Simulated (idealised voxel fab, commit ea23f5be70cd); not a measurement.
The process module that follows is named voxel self aligned contacts.
Square cells of 5 nm make up the cross-section cut, whose width is 300 nm.
Notation: cross-section as square-cell grid; stated in bands, top first, going down; one or more cell rows per band.
Per band: top height and bottom height in nm, followed by the left-to-right materials and their widths in nm; "edge to edge" marks a single material spanning edge to edge, "empty" marks empty space.
Heights from 0 (as-received wafer is one material below). Bottom band endless downward, as "top 0, no bottom".
Quick explanation for "30..40": the width changes in equal steps down the rows of cells, from the first number in the band's top row to the second number in its bottom row.
Any step labelled "stayed the same" changed none of the cells in the cross-section.
"Sealed void list" specifies each empty space that is not open to the top and that occupies no fewer than 8 cells, using the form width x height at distance, the distance measured from the left edge and all three quantities in nm.
Formally, on a step line, whatever follows the settings is a remark that the simulator itself makes on the step.
A step's line can hold "overlay nm"; with a mask on that step, the setting says how far right of the planned place the mask lay, while a negative setting says it lay to the left.
List of planned process steps
1: RECEIVE (material Si)
2: CONFORMAL_DEP (material SiO2; thk nm 5)
3: DIRECTIONAL_DEP (material polySi; thk nm 20)
4: DIRECTIONAL_DEP (material SiN; thk nm 20)
5: MASKED_ETCH (tone cover; mask id GATE; width nm 35; pitch nm 60; etch materials SiN; depth nm 20; overlay nm 0)
6: MASKED_ETCH (tone cover; mask id GATE; width nm 35; pitch nm 60; etch materials polySi; depth nm 20; overlay nm 0)
7: CONFORMAL_DEP (material SiN; thk nm 5)
8: DIRECTIONAL_ETCH (etch materials SiN; depth nm 5)
9: FILL_DEP (material SiO2; thk nm 15)
10: CMP (height nm 50)
11: PATTERN (tone open; mask id CONTACT; material resist; width nm 45; thk nm 15; overlay nm 0)
12: DIRECTIONAL_ETCH (etch materials SiO2; depth nm 50)
13: STRIP (etch materials resist)
14: CONFORMAL_DEP (material TiN; thk nm 5)
15: FILL_DEP (material W; thk nm 10)
16: CMP (height nm 50)
17: CONFORMAL_DEP (material SiN; thk nm 5)
Wafer as received: cross-section following step 1
> top 0, no bottom: Si edge to edge
> Sealed void list: none
Wafer at module end, in section. Began as above, planned as above, run with one mistake
> top 55, bottom 50: SiN edge to edge
> top 50, bottom 45: W: 90, then TiN: 35, then SiO2: 45, then TiN: 35, then W: 95
> top 45, bottom 25: W: 90, then TiN: 5, then SiN: 45, then SiO2: 15, then SiN: 45, then TiN: 5, then W: 95
> top 25, bottom 5: W: 90, then TiN: 5, then SiN: 5, then polySi: 35, then SiN: 5, then SiO2: 15, then SiN: 5, then polySi: 35, then SiN: 5, then TiN: 5, then W: 95
> top 5, bottom 0: TiN: 95, then SiO2: 105, then TiN: 100
> top 0, no bottom: Si edge to edge
> Sealed void list: none
What broke from the plan during processing? step 11 was processed under conditions differing from the plan, specifically as PATTERN (tone cover; mask id CONTACT; material resist; width nm 45; thk nm 15; overlay nm 0)
